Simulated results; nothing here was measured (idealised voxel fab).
Process module, titled voxel tone inversion
Shown is cross-section cut, with a width of 190 nm and square cells of size 5 nm.
In what follows, cross-sections appear as grids of square cells, described through bands that run from the top down, where every band is one or more rows of cells.
Band entry format. Leading values: height of top, height of bottom, nm. Remainder: materials in left-to-right order, each with its width in nm. Special words: "all across" on a single material, which then fills the band edge to edge; "blank", empty space.
Where do heights start? At 0: under that level the wafer as delivered is made of one material only. And the lowest band has no floor; it just carries on downward, as in "0 down".
Width: "30..40" (first number = top row, second number = bottom row, same change from row to row of cells).
Step marked "remained the same"? Then no cell in the cross-section changed in it.
"Enclosed cavity list" means: voids of 8 cells or more that are shut off from the top with no open way through. Written width x height at distance, distance from the left edge, in nm.
after a step's settings: what the simulator itself notes on the step
overlay nm: right-of-plan distance of the mask on a masked step; negative values mean left-of-plan.

[Planned step list for the process]
1: op RECEIVE | material Si
2: op CONFORMAL_DEP | material SiN | thk nm 5
3: op DIRECTIONAL_DEP | material polySi | thk nm 15
4: op PATTERN | tone cover | mask id POSTS | material resist | width nm 15 | pitch nm 45 | thk nm 25 | overlay nm 0
5: op DIRECTIONAL_ETCH | etch materials polySi | depth nm 15
6: op STRIP | etch materials resist
7: op FILL_DEP | material SiO2 | thk nm 5
8: op CMP | height nm 20
9: op STRIP | etch materials polySi

[First of the two wafers, run per plan]

[Cross-section: wafer on arrival = after step 1]
	0 down | Si all across
	Enclosed cavity list: none

[State of the wafer after step 2, shown in cross-section]
	5 to 0 | SiN all across
	Rest of section, below 0: as before.

[State of the wafer after step 3, shown in cross-section]
	20 to 5 | polySi all across
	Rest of section, below 5: as before.

[State of the wafer after step 4, shown in cross-section]
	45 to 20 | 40 blank; 15 resist; 30 blank; 15 resist; 30 blank; 15 resist; 45 blank
	Rest of section, below 20: as before.

[State of the wafer after step 5, shown in cross-section]
	45 to 20 | 40 blank; 15 resist; 30 blank; 15 resist; 30 blank; 15 resist; 45 blank
	20 to 5 | 40 blank; 15 polySi; 30 blank; 15 polySi; 30 blank; 15 polySi; 45 blank
	Rest of section, below 5: as before.

[State of the wafer after step 6, shown in cross-section]
	20 to 5 | 40 blank; 15 polySi; 30 blank; 15 polySi; 30 blank; 15 polySi; 45 blank
	Rest of section, below 5: as before.

[State of the wafer after step 7, shown in cross-section]
	25 to 20 | SiO2 all across
	20 to 5 | 40 SiO2; 15 polySi; 30 SiO2; 15 polySi; 30 SiO2; 15 polySi; 45 SiO2
	Rest of section, below 5: as before.

[State of the wafer after step 8, shown in cross-section]
	20 to 5 | 40 SiO2; 15 polySi; 30 SiO2; 15 polySi; 30 SiO2; 15 polySi; 45 SiO2
	Rest of section, below 5: as before.

[State of the wafer after step 9, shown in cross-section]
	20 to 5 | 40 SiO2; 15 blank; 30 SiO2; 15 blank; 30 SiO2; 15 blank; 45 SiO2
	Rest of section, below 5: as before.

[The second wafer began exactly as the first did and followed the same plan, but one mistake was made while running it; through step 1 inclusive, the two wafers are identical]

[Cross-section: second wafer, time at which step 2 was scheduled to end]
	15 to 0 | polySi all across
	Rest of section, below 0: as before.

[Cross-section: second wafer, time at which step 3 was scheduled to end]
	20 to 15 | SiN all across
	Rest of section, below 15: as before.

[Cross-section: second wafer, time at which step 4 was scheduled to end]
	45 to 20 | 40 blank; 15 resist; 30 blank; 15 resist; 30 blank; 15 resist; 45 blank
	Rest of section, below 20: as before.

Cross-section: second wafer, time at which step 5 was scheduled to end: remained the same

[Cross-section: second wafer, time at which step 6 was scheduled to end]
	20 to 15 | SiN all across
	Rest of section, below 15: as before.

[Cross-section: second wafer, time at which step 7 was scheduled to end]
	25 to 20 | SiO2 all across
	Rest of section, below 20: as before.

[Cross-section: second wafer, time at which step 8 was scheduled to end]
	20 to 15 | SiN all across
	Rest of section, below 15: as before.

Cross-section: second wafer, time at which step 9 was scheduled to end: remained the same
Short version of what went wrong: step 2 ran in the slot meant for step 3, and vice versa
Once processing is complete, comparing cell counts shows that the second wafer has more or fewer of certain materials than the first: SiO2 -87; polySi +114
